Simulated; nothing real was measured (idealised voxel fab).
The following is a process module called voxel wiring stack.
Cross-section cut spans 160 nm and uses square cells 5 nm in size.
Notation: cross-section as square-cell grid; stated in bands, top first, going down; one or more cell rows per band. In this notation a band is specified by the heights of its top and bottom, in that order and in nm, after which its materials appear from left to right, each paired with its width in nm. The word "edge to edge" attached to a single material means that material fills the band from edge to edge; the word "blank" stands for empty space. Heights are expressed relative to 0, this being the level below which the as-received wafer comprises one material exclusively. The lowest band is unbounded in the downward direction and is denoted as in "0..down". It should be noted that a width expressed as "30->40" varies in equal increments from row to row of cells within the band, taking the value of the first number at the top row and that of the second number at the bottom row. When a step is marked "remained the same", none of the cells in the cross-section changed during that step. "Fully sealed cavities" - sealed voids, min. 8 cells, no opening to top; format: width x height at distance (distance from left edge; nm throughout). Whatever follows a step's settings on its line is a remark the simulator itself makes about that step. "overlay nm", when on a step's line for a step with a mask, measures how far to the right of its planned place the mask lay; a negative measure means to the left.

Process steps (planned)
1. RECEIVE [material Si]
2. CONFORMAL_DEP [material SiO2] [thk nm 15]
3. CONFORMAL_DEP [material SiN] [thk nm 5]
4. DIRECTIONAL_DEP [material SiO2] [thk nm 25]
5. PATTERN [tone open] [mask id METAL_1] [material resist] [width nm 25] [pitch nm 45] [thk nm 15] [overlay nm 0]
6. DIRECTIONAL_ETCH [etch materials SiO2] [depth nm 25]
7. DIRECTIONAL_ETCH [etch materials SiN] [depth nm 5]
8. STRIP [etch materials resist]
9. CONFORMAL_DEP [material TiN] [thk nm 5]
10. FILL_DEP [material Ru] [thk nm 10]
11. CMP [height nm 45]
12. CONFORMAL_DEP [material SiCN] [thk nm 5]
13. DIRECTIONAL_DEP [material SiO2] [thk nm 30]
14. MASKED_ETCH [tone open] [mask id METAL_2] [width nm 25] [pitch nm 45] [etch materials SiO2] [depth nm 20] [overlay nm 0]
15. PATTERN [tone open] [mask id METAL_2_HOLES] [material resist] [width nm 15] [thk nm 20] [overlay nm 0]
16. DIRECTIONAL_ETCH [etch materials SiO2] [depth nm 10]
17. DIRECTIONAL_ETCH [etch materials SiCN] [depth nm 5]
18. STRIP [etch materials resist]
19. CONFORMAL_DEP [material TiN] [thk nm 5]
20. FILL_DEP [material Cu] [thk nm 10]
21. CMP [height nm 80]
22. CONFORMAL_DEP [material SiCN] [thk nm 5]
23. DIRECTIONAL_DEP [material lowk] [thk nm 10]
24. MASKED_ETCH [tone open] [mask id PLUG_2] [width nm 15] [etch materials lowk] [depth nm 10] [overlay nm 0]
25. MASKED_ETCH [tone open] [mask id PLUG_2] [width nm 15] [etch materials SiCN] [depth nm 5] [overlay nm 0]
26. CONFORMAL_DEP [material TiN] [thk nm 5]
27. FILL_DEP [material Cu] [thk nm 5]
28. CMP [height nm 95]
29. CONFORMAL_DEP [material SiCN] [thk nm 5]
30. DIRECTIONAL_DEP [material SiO2] [thk nm 20]
31. MASKED_ETCH [tone open] [mask id METAL_3] [width nm 25] [pitch nm 45] [etch materials SiO2] [depth nm 20] [overlay nm 0]
32. MASKED_ETCH [tone open] [mask id METAL_3] [width nm 25] [pitch nm 45] [etch materials SiCN] [depth nm 5] [overlay nm 0]
33. CONFORMAL_DEP [material TiN] [thk nm 5]
34. FILL_DEP [material Cu] [thk nm 5]
35. CMP [height nm 120]
36. CONFORMAL_DEP [material SiCN] [thk nm 5]

Received-state cross-section, reflecting completion of step 1
0..down = Si edge to edge
Fully sealed cavities: none

Cross-sectional result after module completion. Note: starting condition and plan are unchanged from above; one processing mistake was made
125..120 = SiCN edge to edge
120..100 = SiO2: 45 / TiN: 5 / Cu: 15 / TiN: 5 / SiO2: 20 / TiN: 5 / Cu: 15 / TiN: 5 / SiO2: 45
100..95 = SiCN: 45 / TiN: 25 / SiCN: 20 / TiN: 25 / SiCN: 45
95..85 = lowk: 45 / TiN: 5 / Cu: 5 / TiN: 5 / lowk: 100
85..80 = SiCN: 45 / TiN: 15 / SiCN: 100
80..50 = SiO2 edge to edge
50..45 = SiCN edge to edge
45..20 = SiO2: 45 / TiN: 5 / Ru: 15 / TiN: 5 / SiO2: 20 / TiN: 5 / Ru: 15 / TiN: 5 / SiO2: 45
20..15 = SiN: 45 / TiN: 25 / SiN: 20 / TiN: 25 / SiN: 45
15..0 = SiO2 edge to edge
0..down = Si edge to edge
Fully sealed cavities: none
Heads up, the wafer didn't run the way we planned it: yeah, plan step 13 got run twice
